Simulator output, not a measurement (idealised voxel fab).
process module | voxel quadruple lines
cross-section cut | 145 nm wide | cells 5 nm
A cross-section is a grid of square cells, given in bands from the top down. A band is one or more rows of cells.
Each band's line starts with the height of the band's top and of its bottom, in nm. Then come its materials from left to right, each with its width in nm. One material with "throughout" fills the band from edge to edge. "air" is empty space.
Height 0 is the level under which the wafer as received is all one material. The lowest band goes on downwards, as in "0 down".
A width such as "30 to 40" changes by the same amount from each row of cells to the next, from the band's top row to its bottom row.
"no change" after a step means that no cell of the cross-section changed.
closed voids: empty space of 8 cells or more with no open way to the top, each as width x height at its distance from the left edge, in nm
after a step's settings: what the simulator itself notes on the step
overlay nm, on a step with a mask: how far to the right of its planned place the mask lay; to the left if negative
plan
1 op RECEIVE | material Si
2 op CONFORMAL_DEP | material SiO2 | thk nm 10
3 op DIRECTIONAL_DEP | material W | thk nm 10
4 op DIRECTIONAL_DEP | material polySi | thk nm 20
5 op DIRECTIONAL_DEP | material aC | thk nm 20
6 op PATTERN | tone cover | mask id MANDREL | material resist | width nm 20 | thk nm 25 | overlay nm 0
7 op DIRECTIONAL_ETCH | etch materials aC | depth nm 20
8 op STRIP | etch materials resist
9 op CONFORMAL_DEP | material SiO2 | thk nm 10
10 op DIRECTIONAL_ETCH | etch materials SiO2 | depth nm 10
11 op STRIP | etch materials aC
12 op DIRECTIONAL_ETCH | etch materials polySi | depth nm 20
13 op STRIP | etch materials SiO2
14 op CONFORMAL_DEP | material SiCN | thk nm 5
15 op DIRECTIONAL_ETCH | etch materials SiCN | depth nm 5
16 op STRIP | etch materials polySi
17 op DIRECTIONAL_ETCH | etch materials W | depth nm 10
18 op STRIP | etch materials SiCN
as received, after step 1
  0 down: Si throughout
  closed voids: none
a wafer at the end: this start, this plan, one mistake
  20 to 10: air 45 | W 5 | air 10 | W 5 | air 15 | W 5 | air 10 | W 5 | air 45
  10 to 0: SiO2 throughout
  0 down: Si throughout
  closed voids: none
what went wrong: step 6 ran as: op PATTERN | tone cover | mask id MANDREL | material resist | width nm 25 | thk nm 25 | overlay nm 0
